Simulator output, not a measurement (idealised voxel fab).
Process module, titled voxel wiring stack
Xsec cut, 250 nm wide, square cell size 5 nm.
A cross-section is written here as square cells arranged in a grid, and it is given in bands from the top down, each band taking up one or more rows of cells. This entry defines a band. It first specifies the height of the band's top and the height of its bottom in nm, and then specifies the band's materials from left to right, stating each material with its width in nm. The word "full width" identifies a single material that fills the band from edge to edge, while the word "blank" identifies empty space. It should be noted that heights are counted from 0, beneath which the wafer as supplied is of one material throughout, and that the lowest band possesses no lower boundary but continues downward, as written in "0 down". It should be noted that a width expressed as "30..40" varies in equal increments from row to row of cells within the band, taking the value of the first number at the top row and that of the second number at the bottom row. "stayed the same" -> step changed no cross-section cell. The list in "Enclosed voids" covers empty spaces of 8 cells or more that cannot reach the top through any open way, and it gives each as width x height at distance; the distance is from the left edge, and width, height and distance are in nm. It should be noted that, on the line of a given step, the content following the step's settings is a remark produced by the simulator itself with respect to that step. A step's line can hold "overlay nm"; with a mask on that step, the setting says how far right of the planned place the mask lay, while a negative setting says it lay to the left.

PLAN
| 1 | RECEIVE,material Si |
| 2 | CONFORMAL_DEP,material SiO2,thk nm 10 |
| 3 | CONFORMAL_DEP,material SiN,thk nm 5 |
| 4 | DIRECTIONAL_DEP,material SiO2,thk nm 15 |
| 5 | MASKED_ETCH,tone open,mask id METAL_1,width nm 25,pitch nm 50,etch materials SiO2,depth nm 15,overlay nm 0 |
| 6 | MASKED_ETCH,tone open,mask id METAL_1,width nm 25,pitch nm 50,etch materials SiN,depth nm 5,overlay nm 0 |
| 7 | CONFORMAL_DEP,material TiN,thk nm 5 |
| 8 | FILL_DEP,material Cu,thk nm 10 |
| 9 | CMP,height nm 30 |
| 10 | EPI,material Ru,thk nm 5 |
| 11 | FILL_DEP,material SiCN,thk nm 5 |
| 12 | DIRECTIONAL_DEP,material lowk,thk nm 15 |
| 13 | MASKED_ETCH,tone open,mask id PLUG_1,width nm 15,pitch nm 50,etch materials lowk,depth nm 15,overlay nm 0 |
| 14 | MASKED_ETCH,tone open,mask id PLUG_1,width nm 15,pitch nm 50,etch materials SiCN,depth nm 5,overlay nm 0 |
| 15 | EPI,material Ru,thk nm 10 |
| 16 | EPI,material Ru,thk nm 10 |
| 17 | CONFORMAL_DEP,material SiN,thk nm 5 |
| 18 | DIRECTIONAL_DEP,material SiO2,thk nm 25 |
| 19 | PATTERN,tone open,mask id METAL_2,material resist,width nm 25,pitch nm 50,thk nm 20,overlay nm 0 |
| 20 | DIRECTIONAL_ETCH,etch materials SiO2,depth nm 25 |
| 21 | DIRECTIONAL_ETCH,etch materials SiN,depth nm 5 |
| 22 | STRIP,etch materials resist |
| 23 | CONFORMAL_DEP,material TiN,thk nm 5 |
| 24 | FILL_DEP,material Cu,thk nm 5 |
| 25 | CMP,height nm 85 |
| 26 | CONFORMAL_DEP,material SiN,thk nm 5 |

SHOWN IN CROSS-SECTION IS THE WAFER AS RECEIVED, THAT IS, AS IT STANDS AFTER STEP 1
* 0 down  Si full width
* Enclosed voids: none

THIS IS HOW THE WAFER LOOKS IN CROSS-SECTION ONCE THE MODULE IS DONE, GIVEN THE STARTING STATE AND PLAN ABOVE AND ONE MISTAKE IN CARRYING THE PLAN OUT
* 90 to 85  SiN full width
* 85 to 80  TiN (90); Cu (15); TiN (35); Cu (15); TiN (95)
* 80 to 55  SiO2 (85); TiN (5); Cu (15); TiN (5); SiO2 (25); TiN (5); Cu (15); TiN (5); SiO2 (90)
* 55 to 50  SiN (85); TiN (25); SiN (25); TiN (25); SiN (90)
* 50 to 35  lowk (85); SiN (5); TiN (5); SiN (5); lowk (35); SiN (5); TiN (5); SiN (5); lowk (100)
* 35 to 30  SiCN (85); SiN (5); TiN (5); SiN (5); SiCN (35); SiN (5); TiN (5); SiN (5); SiCN (100)
* 30 to 15  lowk full width
* 15 to 10  SiN full width
* 10 to 0  SiO2 full width
* 0 down  Si full width
* Enclosed voids: none
Against the plan, the run slipped here: heads up, step 4 didn't go per plan, it actually ran as DIRECTIONAL_DEP,material lowk,thk nm 15
